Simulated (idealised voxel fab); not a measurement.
The process module that follows is named voxel transistor to metal.
For reference, the cross-section in this document is cut, with width 210 nm and square cells of 5 nm.
Each cross-section below is a grid of square cells, stated as bands in top-down order, with one or more rows of cells making up each band.
Band: top height; bottom height; in nm. Then, left to right: material with width in nm, for each material. "everywhere": a single material spanning edge to edge. "blank": empty space.
Height reference: 0 = level under which incoming wafer is all one material. Lowest band: no bottom, runs on downward, e.g. "0 and below".
You'd read "30..40" like this: the band's top row of cells is as wide as the first number, its bottom row is as wide as the second, and going down, every row changes width by the same amount as the row before did.
What does "no change" mean for a step? It means no cell of the cross-section changed in that step.
"Enclosed cavities": empty spaces of 8 cells or more with no open way to the top, each given as width x height at distance, distance from the left edge, all in nm.
Step line, after settings: the simulator's comment on this step.
What "overlay nm" on a step's line means: if the step has a mask, that mask lay this far to the right of its planned place, or, when the value is negative, to the left.
Planned step list for the process
1,RECEIVE (material Si)
2,CONFORMAL_DEP (material SiO2; thk nm 5)
3,CONFORMAL_DEP (material SiN; thk nm 15)
4,DIRECTIONAL_DEP (material aC; thk nm 10)
5,PATTERN (tone cover; mask id ACTIVE; material resist; width nm 85; thk nm 30; overlay nm 0)
6,DIRECTIONAL_ETCH (etch materials aC; depth nm 10)
7,STRIP (etch materials resist)
8,DIRECTIONAL_ETCH (etch materials SiN; depth nm 15)
9,DIRECTIONAL_ETCH (etch materials SiO2; depth nm 5)
10,DIRECTIONAL_ETCH (etch materials Si; depth nm 25)
11,STRIP (etch materials aC)
12,OXIDIZE (depth nm 5)
13,FILL_DEP (material SiO2; thk nm 15)
14,CMP (height nm 20)
15,SELECTIVE_ETCH (etch materials SiO2; depth nm 5)
16,STRIP (etch materials SiN)
17,SELECTIVE_ETCH (etch materials SiO2; depth nm 5)
18,OXIDIZE (depth nm 5)
19,DIRECTIONAL_DEP (material polySi; thk nm 20)
20,DIRECTIONAL_DEP (material SiCN; thk nm 15)
21,MASKED_ETCH (tone cover; mask id GATE; width nm 15; etch materials SiCN; depth nm 25; overlay nm 0)
22,MASKED_ETCH (tone cover; mask id GATE; width nm 15; etch materials polySi; depth nm 30; overlay nm 0)
23,CONFORMAL_DEP (material SiO2; thk nm 5)
24,DIRECTIONAL_ETCH (etch materials SiO2; depth nm 5)
25,CONFORMAL_DEP (material SiN; thk nm 5)
26,DIRECTIONAL_ETCH (etch materials SiN; depth nm 5)
27,DIRECTIONAL_ETCH (etch materials SiO2; depth nm 5)
28,DIRECTIONAL_ETCH (etch materials Si; depth nm 5)
29,EPI (material pSi; thk nm 10)
30,FILL_DEP (material SiO2; thk nm 5)
31,CMP (height nm 35)
32,DIRECTIONAL_DEP (material SiO2; thk nm 15)
33,PATTERN (tone open; mask id CONTACT; material resist; width nm 25; pitch nm 50; thk nm 15; overlay nm 0)
34,DIRECTIONAL_ETCH (etch materials SiO2; depth nm 50)
35,STRIP (etch materials resist)
36,CONFORMAL_DEP (material TiN; thk nm 5)
37,FILL_DEP (material Ru; thk nm 10)
38,CMP (height nm 50)
39,CONFORMAL_DEP (material SiCN; thk nm 5)
40,DIRECTIONAL_DEP (material lowk; thk nm 15)
41,DIRECTIONAL_DEP (material aC; thk nm 15)
42,PATTERN (tone open; mask id METAL_1; material resist; width nm 15; pitch nm 60; thk nm 30; overlay nm 0)
43,DIRECTIONAL_ETCH (etch materials aC; depth nm 15)
44,STRIP (etch materials resist)
45,DIRECTIONAL_ETCH (etch materials lowk; depth nm 15)
46,DIRECTIONAL_ETCH (etch materials SiCN; depth nm 5)
47,STRIP (etch materials aC)
48,CONFORMAL_DEP (material TiN; thk nm 5)
49,FILL_DEP (material Ru; thk nm 10)
50,CMP (height nm 70)
51,CONFORMAL_DEP (material SiCN; thk nm 5)
52,DIRECTIONAL_DEP (material SiO2; thk nm 35)
53,DIRECTIONAL_DEP (material aC; thk nm 15)
54,PATTERN (tone open; mask id METAL_2; material resist; width nm 15; pitch nm 60; thk nm 35; overlay nm 0)
55,DIRECTIONAL_ETCH (etch materials aC; depth nm 15)
56,STRIP (etch materials resist)
57,DIRECTIONAL_ETCH (etch materials SiO2; depth nm 20)
58,STRIP (etch materials aC)
59,MASKED_ETCH (tone open; mask id METAL_2_HOLES; width nm 15; pitch nm 60; etch materials SiO2; depth nm 15; overlay nm 0)
60,MASKED_ETCH (tone open; mask id METAL_2_HOLES; width nm 15; pitch nm 60; etch materials SiCN; depth nm 5; overlay nm 0)
61,CONFORMAL_DEP (material TiN; thk nm 5)
62,FILL_DEP (material Cu; thk nm 5)
63,CMP (height nm 110)
64,CONFORMAL_DEP (material SiN; thk nm 5)
What sets these wafers apart? The width nm at step 22. They all start alike, and the plan carries the first wafer's value.
Received wafers, first of several: cross-section after step 1
- 0 and below = Si everywhere
- Enclosed cavities: none
End-of-module cross-section, first of several wafers, after last step 64
- 115 down to 110 = SiN everywhere
- 110 down to 75 = 65 nm SiO2; 5 nm TiN; 5 nm Cu; 5 nm TiN; 45 nm SiO2; 5 nm TiN; 5 nm Cu; 5 nm TiN; 70 nm SiO2
- 75 down to 70 = 65 nm SiCN; 15 nm TiN; 45 nm SiCN; 15 nm TiN; 70 nm SiCN
- 70 down to 55 = 65 nm lowk; 5 nm TiN; 5 nm Ru; 5 nm TiN; 45 nm lowk; 5 nm TiN; 5 nm Ru; 5 nm TiN; 70 nm lowk
- 55 down to 50 = 65 nm SiCN; 15 nm TiN; 45 nm SiCN; 15 nm TiN; 70 nm SiCN
- 50 down to 40 = 65 nm SiO2; 5 nm TiN; 15 nm Ru; 5 nm TiN; 25 nm SiO2; 5 nm TiN; 15 nm Ru; 5 nm TiN; 70 nm SiO2
- 40 down to 35 = 65 nm SiO2; 5 nm TiN; 10 nm Ru; 10 nm TiN; 25 nm SiO2; 10 nm TiN; 10 nm Ru; 5 nm TiN; 70 nm SiO2
- 35 down to 20 = 65 nm SiO2; 5 nm TiN; 10 nm Ru; 5 nm TiN; 5 nm SiN; 5 nm SiO2; 15 nm SiCN; 5 nm SiO2; 5 nm SiN; 5 nm TiN; 10 nm Ru; 5 nm TiN; 70 nm SiO2
- 20 down to 10 = 65 nm SiO2; 5 nm TiN; 10 nm Ru; 5 nm TiN; 5 nm SiN; 5 nm SiO2; 15 nm polySi; 5 nm SiO2; 5 nm SiN; 5 nm TiN; 10 nm Ru; 5 nm TiN; 70 nm SiO2
- 10 down to 5 = 60 nm SiO2; 5 nm SiN; 20 nm TiN; 5 nm SiN; 5 nm SiO2; 15 nm polySi; 5 nm SiO2; 5 nm SiN; 20 nm TiN; 5 nm SiN; 65 nm SiO2
- 5 down to 0 = 60 nm SiO2; 5 nm SiN; 10 nm TiN; 10 nm pSi; 5 nm SiN; 5 nm SiO2; 15 nm polySi; 5 nm SiO2; 5 nm SiN; 10 nm pSi; 10 nm TiN; 5 nm SiN; 65 nm SiO2
- 0 down to -5 = 65 nm SiO2; 20 nm pSi; 35 nm SiO2; 20 nm pSi; 70 nm SiO2
- -5 down to -10 = 65 nm SiO2; 20 nm pSi; 35 nm Si; 20 nm pSi; 70 nm SiO2
- -10 down to -30 = 65 nm SiO2; 75 nm Si; 70 nm SiO2
- -30 and below = Si everywhere
- Enclosed cavities: none
Cross-sectional view of the final wafer of several at the module's end
- 115 down to 110 = SiN everywhere
- 110 down to 75 = 65 nm SiO2; 5 nm TiN; 5 nm Cu; 5 nm TiN; 45 nm SiO2; 5 nm TiN; 5 nm Cu; 5 nm TiN; 70 nm SiO2
- 75 down to 70 = 65 nm SiCN; 15 nm TiN; 45 nm SiCN; 15 nm TiN; 70 nm SiCN
- 70 down to 55 = 65 nm lowk; 5 nm TiN; 5 nm Ru; 5 nm TiN; 45 nm lowk; 5 nm TiN; 5 nm Ru; 5 nm TiN; 70 nm lowk
- 55 down to 50 = 65 nm SiCN; 15 nm TiN; 45 nm SiCN; 15 nm TiN; 70 nm SiCN
- 50 down to 40 = 65 nm SiO2; 5 nm TiN; 15 nm Ru; 5 nm TiN; 25 nm SiO2; 5 nm TiN; 15 nm Ru; 5 nm TiN; 70 nm SiO2
- 40 down to 35 = 65 nm SiO2; 5 nm TiN; 10 nm Ru; 10 nm TiN; 25 nm SiO2; 10 nm TiN; 10 nm Ru; 5 nm TiN; 70 nm SiO2
- 35 down to 25 = 65 nm SiO2; 5 nm TiN; 10 nm Ru; 5 nm TiN; 5 nm SiN; 5 nm SiO2; 15 nm SiCN; 5 nm SiO2; 5 nm SiN; 5 nm TiN; 10 nm Ru; 5 nm TiN; 70 nm SiO2
- 25 down to 20 = 65 nm SiO2; 5 nm TiN; 5 nm Ru; 10 nm TiN; 5 nm SiN; 5 nm SiO2; 15 nm SiCN; 5 nm SiO2; 5 nm SiN; 10 nm TiN; 5 nm Ru; 5 nm TiN; 70 nm SiO2
- 20 down to 10 = 65 nm SiO2; 5 nm TiN; 5 nm Ru; 5 nm TiN; 5 nm SiN; 5 nm SiO2; 25 nm polySi; 5 nm SiO2; 5 nm SiN; 5 nm TiN; 5 nm Ru; 5 nm TiN; 70 nm SiO2
- 10 down to 5 = 60 nm SiO2; 5 nm SiN; 15 nm TiN; 5 nm SiN; 5 nm SiO2; 25 nm polySi; 5 nm SiO2; 5 nm SiN; 15 nm TiN; 5 nm SiN; 65 nm SiO2
- 5 down to 0 = 60 nm SiO2; 5 nm SiN; 5 nm TiN; 10 nm pSi; 5 nm SiN; 5 nm SiO2; 25 nm polySi; 5 nm SiO2; 5 nm SiN; 10 nm pSi; 5 nm TiN; 5 nm SiN; 65 nm SiO2
- 0 down to -5 = 65 nm SiO2; 15 nm pSi; 45 nm SiO2; 15 nm pSi; 70 nm SiO2
- -5 down to -10 = 65 nm SiO2; 15 nm pSi; 45 nm Si; 15 nm pSi; 70 nm SiO2
- -10 down to -30 = 65 nm SiO2; 75 nm Si; 70 nm SiO2
- -30 and below = Si everywhere
- Enclosed cavities: none
Where each wafer stands at the end of the module, a row apiece: cells of each material gained (+) or lost (-) since it was received, then closed voids
width nm 15; +14 Cu; +42 Ru; -185 Si; +81 SiCN; +60 SiN; +716 SiO2; +98 TiN; +108 lowk; +20 pSi; +12 polySi; Enclosed cavities: none
width nm 20; +14 Cu; +39 Ru; -184 Si; +81 SiCN; +60 SiN; +717 SiO2; +97 TiN; +108 lowk; +18 pSi; +16 polySi; Enclosed cavities: none
width nm 25; +14 Cu; +36 Ru; -183 Si; +81 SiCN; +60 SiN; +718 SiO2; +96 TiN; +108 lowk; +16 pSi; +20 polySi; Enclosed cavities: none
